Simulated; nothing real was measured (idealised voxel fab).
The process module that follows is named voxel tone inversion.
We display cut, a cross-section 200 nm in width whose square cells are each 5 nm.
Cross-sections here: square-cell grids, written as top-down lists of bands, a band being one or more rows of cells. A band entry consists of two parts. The first gives the height of the band's top and the height of its bottom, in nm. The rest lists the band's materials from left to right, each with its width in nm. A single material labelled with the word "throughout" fills the band from edge to edge, and the word "blank" marks empty space. Note: height 0 marks the level under which the wafer is uniformly one material as received. Lowest band unbounded below, written "0 nm and below". Read "30 to 40" as a graded width: first number on top, second number at the bottom, same change between each pair of neighbouring rows. For the purposes of this document, the phrase "changes: none" attached to a step denotes that no cell within the cross-section was modified by that step. "Sealed cavities": sealed empty spaces, 8 cells or more, no open way to top, listed width x height at distance, with distance from the left edge and width, height and distance in nm. That trailing text on a step's line, after the settings, is the simulator's own remark on the step. Among the settings permitted on a step's line is "overlay nm"; applied to a step with a mask, it specifies the extent to which the mask lay to the right of its planned position, whereas a negative figure signifies a position to the left.

### This section lists the process steps that were planned
step 1: RECEIVE: material Si
step 2: CONFORMAL_DEP: material SiN, thk nm 10
step 3: DIRECTIONAL_DEP: material aC, thk nm 15
step 4: PATTERN: tone cover, mask id POSTS, material resist, width nm 15, pitch nm 35, thk nm 20, overlay nm 0
step 5: DIRECTIONAL_ETCH: etch materials aC, depth nm 15
step 6: STRIP: etch materials resist
step 7: FILL_DEP: material SiO2, thk nm 10
step 8: CMP: height nm 25
step 9: STRIP: etch materials aC

### So this is the incoming wafer in cross-section - it's already been through step 1
    0 nm and below = Si throughout
    Sealed cavities: none

### Starting structure and process plan are as shown above, but one mistake was made in running the module; the wafer cross-section at the end of the module follows
    25 nm to 10 nm = SiO2 (60); blank (15); SiO2 (20); blank (15); SiO2 (20); blank (15); SiO2 (55)
    10 nm to 0 nm = SiN throughout
    0 nm and below = Si throughout
    Sealed cavities: none
Processing error: for step 4, the planned setting was not used; the step was instead run as PATTERN: tone cover, mask id POSTS, material resist, width nm 15, pitch nm 35, thk nm 20, overlay nm 5
